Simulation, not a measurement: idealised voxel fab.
voxel self aligned vias: a process module
We display cut, a cross-section 300 nm in width whose square cells are each 5 nm.
Square cells in a grid make up a cross-section in this document, and the grid is given as bands, listed from the top down, each one or more rows of cells. Each band's line starts with the height of the band's top and of its bottom, in nm. Then come its materials from left to right, each with its width in nm. One material with "full width" fills the band from edge to edge. "air" is empty space. The reference from which all heights are counted is 0, the level beneath which the as-received wafer is entirely one material; the lowest band, having no lower bound, proceeds downward and is written after the example "0 and below". A width such as "30..40" changes by the same amount from each row of cells to the next, from the band's top row to its bottom row. Basically "left unchanged" means that step didn't change any cell in the cross-section. The list in "Enclosed void entries" covers empty spaces of 8 cells or more that cannot reach the top through any open way, and it gives each as width x height at distance; the distance is from the left edge, and width, height and distance are in nm. What comes after the settings on a step's line is commentary from the simulator itself on that step. For masked steps, "overlay nm" on the step line gives how far right of plan the mask actually lay; a minus sign means it lay to the left.

Process steps (planned)
1,RECEIVE [material Si]
2,CONFORMAL_DEP [material SiO2] [thk nm 10]
3,CONFORMAL_DEP [material SiCN] [thk nm 5]
4,DIRECTIONAL_DEP [material lowk] [thk nm 20]
5,DIRECTIONAL_DEP [material aC] [thk nm 15]
6,PATTERN [tone open] [mask id LINES] [material resist] [width nm 25] [pitch nm 50] [thk nm 35] [overlay nm 0]
7,DIRECTIONAL_ETCH [etch materials aC] [depth nm 15]
8,STRIP [etch materials resist]
9,DIRECTIONAL_ETCH [etch materials lowk] [depth nm 20]
10,STRIP [etch materials aC]
11,CONFORMAL_DEP [material TiN] [thk nm 5]
12,FILL_DEP [material W] [thk nm 5]
13,CMP [height nm 35]
14,SELECTIVE_ETCH [etch materials W Ru TiN] [depth nm 5]
15,FILL_DEP [material SiN] [thk nm 5]
16,CMP [height nm 35]
17,DIRECTIONAL_DEP [material lowk] [thk nm 15]
18,DIRECTIONAL_DEP [material aC] [thk nm 10]
19,PATTERN [tone open] [mask id VIAS] [material resist] [width nm 35] [thk nm 30] [overlay nm 0]
20,DIRECTIONAL_ETCH [etch materials aC] [depth nm 10]
21,STRIP [etch materials resist]
22,DIRECTIONAL_ETCH [etch materials lowk] [depth nm 15]
23,DIRECTIONAL_ETCH [etch materials SiN] [depth nm 5]
24,STRIP [etch materials aC]
25,CONFORMAL_DEP [material TiN] [thk nm 5]
26,FILL_DEP [material Cu] [thk nm 5]
27,CMP [height nm 50]
28,CONFORMAL_DEP [material SiN] [thk nm 5]

First out of two wafers; run went to plan

Cross-section, incoming material, after step 1
- 0 and below  Si full width
- Enclosed void entries: none

Take a look at the wafer's cross-section after step 2
- 10 down to 0  SiO2 full width
- No changes below 0.

Take a look at the wafer's cross-section after step 3
- 15 down to 10  SiCN full width
- No changes below 10.

Take a look at the wafer's cross-section after step 4
- 35 down to 15  lowk full width
- No changes below 15.

Take a look at the wafer's cross-section after step 5
- 50 down to 35  aC full width
- No changes below 35.

Take a look at the wafer's cross-section after step 6
- 85 down to 50  resist: 110, air: 25, resist: 25, air: 25, resist: 115
- No changes below 50.

Take a look at the wafer's cross-section after step 7
- 70 down to 50  resist: 110, air: 25, resist: 25, air: 25, resist: 115
- 50 down to 35  aC: 110, air: 25, aC: 25, air: 25, aC: 115
- No changes below 35.

Take a look at the wafer's cross-section after step 8
- 50 down to 35  aC: 110, air: 25, aC: 25, air: 25, aC: 115
- No changes below 35.

Take a look at the wafer's cross-section after step 9
- 50 down to 35  aC: 110, air: 25, aC: 25, air: 25, aC: 115
- 35 down to 15  lowk: 110, air: 25, lowk: 25, air: 25, lowk: 115
- No changes below 15.

Take a look at the wafer's cross-section after step 10
- 35 down to 15  lowk: 110, air: 25, lowk: 25, air: 25, lowk: 115
- No changes below 15.

Take a look at the wafer's cross-section after step 11
- 40 down to 35  TiN: 115, air: 15, TiN: 35, air: 15, TiN: 120
- 35 down to 20  lowk: 110, TiN: 5, air: 15, TiN: 5, lowk: 25, TiN: 5, air: 15, TiN: 5, lowk: 115
- 20 down to 15  lowk: 110, TiN: 25, lowk: 25, TiN: 25, lowk: 115
- No changes below 15.

Take a look at the wafer's cross-section after step 12
- 45 down to 40  W full width
- 40 down to 35  TiN: 115, W: 15, TiN: 35, W: 15, TiN: 120
- 35 down to 20  lowk: 110, TiN: 5, W: 15, TiN: 5, lowk: 25, TiN: 5, W: 15, TiN: 5, lowk: 115
- No changes below 20.

Take a look at the wafer's cross-section after step 13
- 35 down to 20  lowk: 110, TiN: 5, W: 15, TiN: 5, lowk: 25, TiN: 5, W: 15, TiN: 5, lowk: 115
- No changes below 20.

Take a look at the wafer's cross-section after step 14
- 35 down to 30  lowk: 110, air: 25, lowk: 25, air: 25, lowk: 115
- No changes below 30.

Take a look at the wafer's cross-section after step 15
- 40 down to 35  SiN full width
- 35 down to 30  lowk: 110, SiN: 25, lowk: 25, SiN: 25, lowk: 115
- No changes below 30.

Take a look at the wafer's cross-section after step 16
- 35 down to 30  lowk: 110, SiN: 25, lowk: 25, SiN: 25, lowk: 115
- No changes below 30.

Take a look at the wafer's cross-section after step 17
- 50 down to 35  lowk full width
- No changes below 35.

Take a look at the wafer's cross-section after step 18
- 60 down to 50  aC full width
- No changes below 50.

Take a look at the wafer's cross-section after step 19
- 90 down to 60  resist: 105, air: 35, resist: 160
- No changes below 60.

Take a look at the wafer's cross-section after step 20
- 80 down to 60  resist: 105, air: 35, resist: 160
- 60 down to 50  aC: 105, air: 35, aC: 160
- No changes below 50.

Take a look at the wafer's cross-section after step 21
- 60 down to 50  aC: 105, air: 35, aC: 160
- No changes below 50.

Take a look at the wafer's cross-section after step 22
- 60 down to 50  aC: 105, air: 35, aC: 160
- 50 down to 35  lowk: 105, air: 35, lowk: 160
- No changes below 35.

Take a look at the wafer's cross-section after step 23
- 60 down to 50  aC: 105, air: 35, aC: 160
- 50 down to 35  lowk: 105, air: 35, lowk: 160
- 35 down to 30  lowk: 110, air: 25, lowk: 25, SiN: 25, lowk: 115
- No changes below 30.

Take a look at the wafer's cross-section after step 24
- 50 down to 35  lowk: 105, air: 35, lowk: 160
- No changes below 35.

Take a look at the wafer's cross-section after step 25
- 55 down to 50  TiN: 110, air: 25, TiN: 165
- 50 down to 40  lowk: 105, TiN: 5, air: 25, TiN: 5, lowk: 160
- 40 down to 35  lowk: 105, TiN: 10, air: 15, TiN: 10, lowk: 160
- 35 down to 30  lowk: 110, TiN: 25, lowk: 25, SiN: 25, lowk: 115
- No changes below 30.

Take a look at the wafer's cross-section after step 26
- 60 down to 55  Cu full width
- 55 down to 50  TiN: 110, Cu: 25, TiN: 165
- 50 down to 40  lowk: 105, TiN: 5, Cu: 25, TiN: 5, lowk: 160
- 40 down to 35  lowk: 105, TiN: 10, Cu: 15, TiN: 10, lowk: 160
- No changes below 35.

Take a look at the wafer's cross-section after step 27
- 50 down to 40  lowk: 105, TiN: 5, Cu: 25, TiN: 5, lowk: 160
- No changes below 40.

Take a look at the wafer's cross-section after step 28
- 55 down to 50  SiN full width
- No changes below 50.

The remaining wafer, second of the two, started like the first and was run to the same plan, except that one mistake was made along the way; the two coincide through step 5, inclusive

Second wafer shown in cross-section at the time step 6 was slated to end
- 85 down to 50  resist: 115, air: 15, resist: 35, air: 15, resist: 120
- No changes below 50.

Second wafer shown in cross-section at the time step 7 was slated to end
- 70 down to 50  resist: 115, air: 15, resist: 35, air: 15, resist: 120
- 50 down to 35  aC: 115, air: 15, aC: 35, air: 15, aC: 120
- No changes below 35.

Second wafer shown in cross-section at the time step 8 was slated to end
- 50 down to 35  aC: 115, air: 15, aC: 35, air: 15, aC: 120
- No changes below 35.

Second wafer shown in cross-section at the time step 9 was slated to end
- 50 down to 35  aC: 115, air: 15, aC: 35, air: 15, aC: 120
- 35 down to 15  lowk: 115, air: 15, lowk: 35, air: 15, lowk: 120
- No changes below 15.

Second wafer shown in cross-section at the time step 10 was slated to end
- 35 down to 15  lowk: 115, air: 15, lowk: 35, air: 15, lowk: 120
- No changes below 15.

Second wafer shown in cross-section at the time step 11 was slated to end
- 40 down to 35  TiN: 120, air: 5, TiN: 45, air: 5, TiN: 125
- 35 down to 20  lowk: 115, TiN: 5, air: 5, TiN: 5, lowk: 35, TiN: 5, air: 5, TiN: 5, lowk: 120
- 20 down to 15  lowk: 115, TiN: 15, lowk: 35, TiN: 15, lowk: 120
- No changes below 15.

Second wafer shown in cross-section at the time step 12 was slated to end
- 45 down to 40  W full width
- 40 down to 35  TiN: 120, W: 5, TiN: 45, W: 5, TiN: 125
- 35 down to 20  lowk: 115, TiN: 5, W: 5, TiN: 5, lowk: 35, TiN: 5, W: 5, TiN: 5, lowk: 120
- No changes below 20.

Second wafer shown in cross-section at the time step 13 was slated to end
- 35 down to 20  lowk: 115, TiN: 5, W: 5, TiN: 5, lowk: 35, TiN: 5, W: 5, TiN: 5, lowk: 120
- No changes below 20.

Second wafer shown in cross-section at the time step 14 was slated to end
- 35 down to 30  lowk: 115, air: 15, lowk: 35, air: 15, lowk: 120
- No changes below 30.

Second wafer shown in cross-section at the time step 15 was slated to end
- 40 down to 35  SiN full width
- 35 down to 30  lowk: 115, SiN: 15, lowk: 35, SiN: 15, lowk: 120
- No changes below 30.

Second wafer shown in cross-section at the time step 16 was slated to end
- 35 down to 30  lowk: 115, SiN: 15, lowk: 35, SiN: 15, lowk: 120
- No changes below 30.

Second wafer shown in cross-section at the time step 17 was slated to end
- 50 down to 35  lowk full width
- No changes below 35.

Second wafer shown in cross-section at the time step 18 was slated to end
- 60 down to 50  aC full width
- No changes below 50.

Second wafer shown in cross-section at the time step 19 was slated to end
- 90 down to 60  resist: 105, air: 35, resist: 160
- No changes below 60.

Second wafer shown in cross-section at the time step 20 was slated to end
- 80 down to 60  resist: 105, air: 35, resist: 160
- 60 down to 50  aC: 105, air: 35, aC: 160
- No changes below 50.

Second wafer shown in cross-section at the time step 21 was slated to end
- 60 down to 50  aC: 105, air: 35, aC: 160
- No changes below 50.

Second wafer shown in cross-section at the time step 22 was slated to end
- 60 down to 50  aC: 105, air: 35, aC: 160
- 50 down to 35  lowk: 105, air: 35, lowk: 160
- No changes below 35.

Second wafer shown in cross-section at the time step 23 was slated to end
- 60 down to 50  aC: 105, air: 35, aC: 160
- 50 down to 35  lowk: 105, air: 35, lowk: 160
- 35 down to 30  lowk: 115, air: 15, lowk: 35, SiN: 15, lowk: 120
- No changes below 30.

Second wafer shown in cross-section at the time step 24 was slated to end
- 50 down to 35  lowk: 105, air: 35, lowk: 160
- No changes below 35.

Second wafer shown in cross-section at the time step 25 was slated to end
- 55 down to 50  TiN: 110, air: 25, TiN: 165
- 50 down to 40  lowk: 105, TiN: 5, air: 25, TiN: 5, lowk: 160
- 40 down to 35  lowk: 105, TiN: 15, air: 5, TiN: 15, lowk: 160
- 35 down to 30  lowk: 115, TiN: 15, lowk: 35, SiN: 15, lowk: 120
- No changes below 30.

Second wafer shown in cross-section at the time step 26 was slated to end
- 60 down to 55  Cu full width
- 55 down to 50  TiN: 110, Cu: 25, TiN: 165
- 50 down to 40  lowk: 105, TiN: 5, Cu: 25, TiN: 5, lowk: 160
- 40 down to 35  lowk: 105, TiN: 15, Cu: 5, TiN: 15, lowk: 160
- No changes below 35.

Second wafer shown in cross-section at the time step 27 was slated to end
- 50 down to 40  lowk: 105, TiN: 5, Cu: 25, TiN: 5, lowk: 160
- No changes below 40.

Second wafer shown in cross-section at the time step 28 was slated to end
- 55 down to 50  SiN full width
- No changes below 50.
Diagnosis: planned and actual differ for step 6; actual: PATTERN [tone open] [mask id LINES] [material resist] [width nm 15] [pitch nm 50] [thk nm 35] [overlay nm 0]
Looking at both finished wafers in cells, the second ends up ahead of or behind the first on some materials: Cu -2; SiN -2; TiN -4; W -8; lowk +16
